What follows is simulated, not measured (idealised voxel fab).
Proc. module: voxel released beams
Cross-section cut spans 185 nm and uses square cells 5 nm in size.
This document writes a cross-section as a grid whose cells are square, and gives it as bands, listed from the top down; one or more rows of cells form a band. It is stipulated that each band's entry specify, in nanometres, the height of the top of the band and then that of its bottom, followed by the materials of the band in left-to-right sequence, each together with its width in nanometres. A single material marked by the word "full width" is understood to fill the band from edge to edge; the word "blank" is understood to denote empty space. Height reference: 0 = level under which incoming wafer is all one material. Lowest band: no bottom, runs on downward, e.g. "0 down". Think of "30..40" as a width that walks from the first number to the second as you go down the band, top row to bottom row, taking equal-sized steps from row to row. Take "nothing altered" at face value: in the step it is given for, the cross-section changed in none of its cells. In "closed voids" the enclosed voids are listed, meaning empty spaces of 8 cells or larger without any opening to the top. The form is width x height at distance, distance from the left edge, units nm. Formally, on a step line, whatever follows the settings is a remark that the simulator itself makes on the step. A step's line can hold "overlay nm"; with a mask on that step, the setting says how far right of the planned place the mask lay, while a negative setting says it lay to the left.
**These are the steps we planned for the process**
1,RECEIVE, material Si
2,CONFORMAL_DEP, material SiN, thk nm 5
3,DIRECTIONAL_DEP, material SiO2, thk nm 20
4,MASKED_ETCH, tone open, mask id ANCHOR, width nm 35, etch materials SiO2, depth nm 20, overlay nm 0
5,CONFORMAL_DEP, material W, thk nm 10
6,PATTERN, tone cover, mask id BEAM, material resist, width nm 105, thk nm 20, overlay nm -15
7,DIRECTIONAL_ETCH, etch materials W, depth nm 10
8,STRIP, etch materials resist
9,STRIP, etch materials SiO2
The wafers are alike at the start. At step 6, their overlay nm differs. The plan lists the first wafer's value.
**Cross-section of the first of several received wafers, showing its state after step 1**
    0 down: Si full width
    closed voids: none
**Cross-section, first of several wafers, end of module, after last step 9**
    35 to 25: 20 of blank, 30 of W, 15 of blank, 60 of W, 60 of blank
    25 to 15: 40 of blank, 10 of W, 15 of blank, 10 of W, 110 of blank
    15 to 5: 40 of blank, 35 of W, 110 of blank
    5 to 0: SiN full width
    0 down: Si full width
    closed voids: none
**Cross-section, module end, final of several wafers**
    35 to 25: 65 of blank, 90 of W, 30 of blank
    25 to 15: 40 of blank, 10 of W, 15 of blank, 10 of W, 110 of blank
    15 to 5: 40 of blank, 35 of W, 110 of blank
    5 to 0: SiN full width
    0 down: Si full width
    closed voids: none
**Heads up, this table goes wafer by wafer. A row tells you, at the end of the module, how many cells of each material that wafer has put on (+) or dropped (-) since it was received, and then its closed voids**
overlay nm -15, +37 SiN, +58 W, closed voids: none
overlay nm -10, +37 SiN, +58 W, closed voids: none
overlay nm -5, +37 SiN, +58 W, closed voids: none
overlay nm 0, +37 SiN, +58 W, closed voids: none
overlay nm 5, +37 SiN, +58 W, closed voids: none
overlay nm 10, +37 SiN, +58 W, closed voids: none
overlay nm 15, +37 SiN, +58 W, closed voids: none
